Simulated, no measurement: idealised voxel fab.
Module name: voxel ribs on slabs (process module)
Displayed cross-section: cut, width of 290 nm, square cells sized 5 nm.
Cross-section, as written here: a square-cell grid given band by band from the top down, where a band holds one or more rows of cells. In this notation a band is specified by the heights of its top and bottom, in that order and in nm, after which its materials appear from left to right, each paired with its width in nm. The word "everywhere" attached to a single material means that material fills the band from edge to edge; the word "air" stands for empty space. Height datum 0, below which the as-received substrate wafer is one material. Lowest band open at the bottom, running downward: "top 0, no bottom". The expression "30..40" gives the width at the extremes of the band, the first number at its top row of cells and the second at its bottom row, with the width changing by equal amounts from each row to the next in between. The cross-section has no changed cell in any step marked "everything unchanged". Each empty space that has no open way to the top and spans at least 8 cells appears under "Unvented internal voids" as width x height at distance, the distance counted from the left edge, all in nm. The remark found on a step's line after its settings is issued by the simulator itself and pertains to that step. The line of a step may include "overlay nm". On a step with a mask, this value is how far to the right of its planned place the mask lay. A negative value means the mask lay to the left.

### Set out below are the planned steps of the process
1. RECEIVE with material Si
2. DIRECTIONAL_DEP with material SiO2, thk nm 20
3. DIRECTIONAL_DEP with material polySi, thk nm 15
4. MASKED_ETCH with tone cover, mask id RIB, width nm 25, etch materials polySi, depth nm 5, overlay nm 0
5. DIRECTIONAL_DEP with material aC, thk nm 10
6. PATTERN with tone cover, mask id SLAB, material resist, width nm 75, thk nm 25, overlay nm 0
7. DIRECTIONAL_ETCH with etch materials aC, depth nm 10
8. STRIP with etch materials resist
9. DIRECTIONAL_ETCH with etch materials polySi, depth nm 10
10. STRIP with etch materials aC
11. FILL_DEP with material SiO2, thk nm 20
12. CMP with height nm 45
13. DIRECTIONAL_DEP with material TiN, thk nm 5
14. DIRECTIONAL_DEP with material aC, thk nm 15
15. PATTERN with tone cover, mask id HEATER, material resist, width nm 35, thk nm 35, overlay nm 0
16. DIRECTIONAL_ETCH with etch materials aC, depth nm 15
17. STRIP with etch materials resist
18. DIRECTIONAL_ETCH with etch materials TiN, depth nm 5
19. STRIP with etch materials aC
20. CONFORMAL_DEP with material SiO2, thk nm 5

### Received-state cross-section, reflecting completion of step 1
    top 0, no bottom | Si everywhere
    Unvented internal voids: none

### The plan above was carried out on the starting structure above with one mistake, and this cross-section shows the wafer at the end of the module
    top 55, bottom 50 | air 120 nm  SiO2 45 nm  air 125 nm
    top 50, bottom 45 | SiO2 125 nm  TiN 35 nm  SiO2 130 nm
    top 45, bottom 35 | SiO2 everywhere
    top 35, bottom 30 | SiO2 135 nm  polySi 20 nm  SiO2 135 nm
    top 30, bottom 20 | SiO2 105 nm  polySi 75 nm  SiO2 110 nm
    top 20, bottom 0 | SiO2 everywhere
    top 0, no bottom | Si everywhere
    Unvented internal voids: none
Short version of what went wrong: step 4: run off-plan, actual operation and settings MASKED_ETCH with tone cover, mask id RIB, width nm 20, etch materials polySi, depth nm 5, overlay nm 0
